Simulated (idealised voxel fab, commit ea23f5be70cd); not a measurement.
A process module follows: voxel capacitor over wiring.
The cross-section on display is named cut; it measures 225 nm wide, and its cells are 5 nm squares.
When this document writes out a cross-section, it uses a grid of square cells and lists it as bands, beginning at the top and moving down, with a band standing for one or more rows of cells.
Look at the band entry: it leads with the top's height and the bottom's height in nm. Then it lists the materials left to right, with a width in nm for each. The word "all across" on a single material says that material fills the band edge to edge. The word "blank" is empty space.
Basically, 0 is our baseline, since under it the wafer straight out of the box is all one material. The bottom band has no lower end and keeps on going down, so it looks like "0 -> down".
The expression "30 to 40" gives the width at the extremes of the band, the first number at its top row of cells and the second at its bottom row, with the width changing by equal amounts from each row to the next in between.
The designation "identical to before", where it is given for a processing step, indicates that no cell of the cross-section was altered in the course of that step.
Closed void table: empty space of 8 cells or more with no open way to the top, each as width x height at its distance from the left edge, in nm
Note: text after step settings on the step line = simulator remark on that step.
For masked steps, "overlay nm" on the step line gives how far right of plan the mask actually lay; a minus sign means it lay to the left.

## Here's what the planned process steps look like
1) RECEIVE,material Si
2) CONFORMAL_DEP,material SiO2,thk nm 15
3) DIRECTIONAL_DEP,material TiN,thk nm 5
4) DIRECTIONAL_DEP,material W,thk nm 25
5) MASKED_ETCH,tone cover,mask id METAL_1,width nm 30,pitch nm 95,etch materials W,depth nm 25,overlay nm 0
6) MASKED_ETCH,tone cover,mask id METAL_1,width nm 30,pitch nm 95,etch materials TiN,depth nm 5,overlay nm 0
7) CONFORMAL_DEP,material SiN,thk nm 5
8) FILL_DEP,material SiO2,thk nm 10
9) CMP,height nm 45
10) CONFORMAL_DEP,material SiCN,thk nm 5
11) DIRECTIONAL_DEP,material lowk,thk nm 20
12) DIRECTIONAL_DEP,material aC,thk nm 15
13) PATTERN,tone open,mask id PLUG_1,material resist,width nm 15,thk nm 30,overlay nm 0
14) DIRECTIONAL_ETCH,etch materials aC,depth nm 15
15) STRIP,etch materials resist
16) DIRECTIONAL_ETCH,etch materials lowk,depth nm 20
17) DIRECTIONAL_ETCH,etch materials SiCN,depth nm 5
18) STRIP,etch materials aC
19) EPI,material Ru,thk nm 10
20) EPI,material Ru,thk nm 10
21) EPI,material Ru,thk nm 5
22) DIRECTIONAL_DEP,material TiN,thk nm 10
23) DIRECTIONAL_DEP,material SiN,thk nm 5
24) DIRECTIONAL_DEP,material TiN,thk nm 10
25) DIRECTIONAL_DEP,material aC,thk nm 15
26) PATTERN,tone cover,mask id UPPER_PLATE,material resist,width nm 70,thk nm 35,overlay nm 0
27) DIRECTIONAL_ETCH,etch materials aC,depth nm 15
28) STRIP,etch materials resist
29) DIRECTIONAL_ETCH,etch materials TiN,depth nm 10
30) DIRECTIONAL_ETCH,etch materials SiN,depth nm 5
31) STRIP,etch materials aC
32) DIRECTIONAL_DEP,material aC,thk nm 10
33) PATTERN,tone cover,mask id LOWER_PLATE,material resist,width nm 80,thk nm 25,overlay nm 0
34) DIRECTIONAL_ETCH,etch materials aC,depth nm 10
35) STRIP,etch materials resist
36) DIRECTIONAL_ETCH,etch materials TiN,depth nm 10
37) STRIP,etch materials aC
38) FILL_DEP,material SiO2,thk nm 20
39) CMP,height nm 110
40) DIRECTIONAL_DEP,material aC,thk nm 15
41) PATTERN,tone open,mask id PLUG_2,material resist,width nm 15,thk nm 35,overlay nm 0
42) DIRECTIONAL_ETCH,etch materials aC,depth nm 15
43) STRIP,etch materials resist
44) DIRECTIONAL_ETCH,etch materials SiO2,depth nm 15
45) STRIP,etch materials aC
46) CONFORMAL_DEP,material TiN,thk nm 5
47) FILL_DEP,material Ru,thk nm 10
48) CMP,height nm 110
49) CONFORMAL_DEP,material SiCN,thk nm 5

## Cross-section of the incoming wafer, state after step 1
- 0 -> down: Si all across
- Closed void table: none

## Look at the cross-section after the module: the wafer started out the way shown above and the plan was the one shown above, yet one mistake was made along the way
- 115 -> 110: SiCN all across
- 110 -> 100: SiO2 75 nm  TiN 5 nm  Ru 5 nm  TiN 5 nm  SiO2 135 nm
- 100 -> 95: SiO2 75 nm  TiN 15 nm  SiO2 135 nm
- 95 -> 85: SiO2 65 nm  TiN 70 nm  SiO2 90 nm
- 85 -> 80: SiO2 65 nm  SiN 70 nm  SiO2 90 nm
- 80 -> 70: SiO2 60 nm  TiN 80 nm  SiO2 85 nm
- 70 -> 50: lowk 65 nm  Ru 15 nm  lowk 145 nm
- 50 -> 45: SiCN 65 nm  Ru 15 nm  SiCN 145 nm
- 45 -> 25: SiO2 50 nm  SiN 5 nm  W 20 nm  SiN 5 nm  SiO2 65 nm  SiN 5 nm  W 20 nm  SiN 5 nm  SiO2 50 nm
- 25 -> 20: SiO2 45 nm  SiN 10 nm  W 20 nm  SiN 10 nm  SiO2 55 nm  SiN 10 nm  W 20 nm  SiN 10 nm  SiO2 45 nm
- 20 -> 15: SiN 50 nm  TiN 30 nm  SiN 65 nm  TiN 30 nm  SiN 50 nm
- 15 -> 0: SiO2 all across
- 0 -> down: Si all across
- Closed void table: none
The mistake made against the process plan was this: it should be noted that step 5 was executed with settings other than those planned, the operation and settings actually applied being MASKED_ETCH,tone cover,mask id METAL_1,width nm 20,pitch nm 95,etch materials W,depth nm 25,overlay nm 0
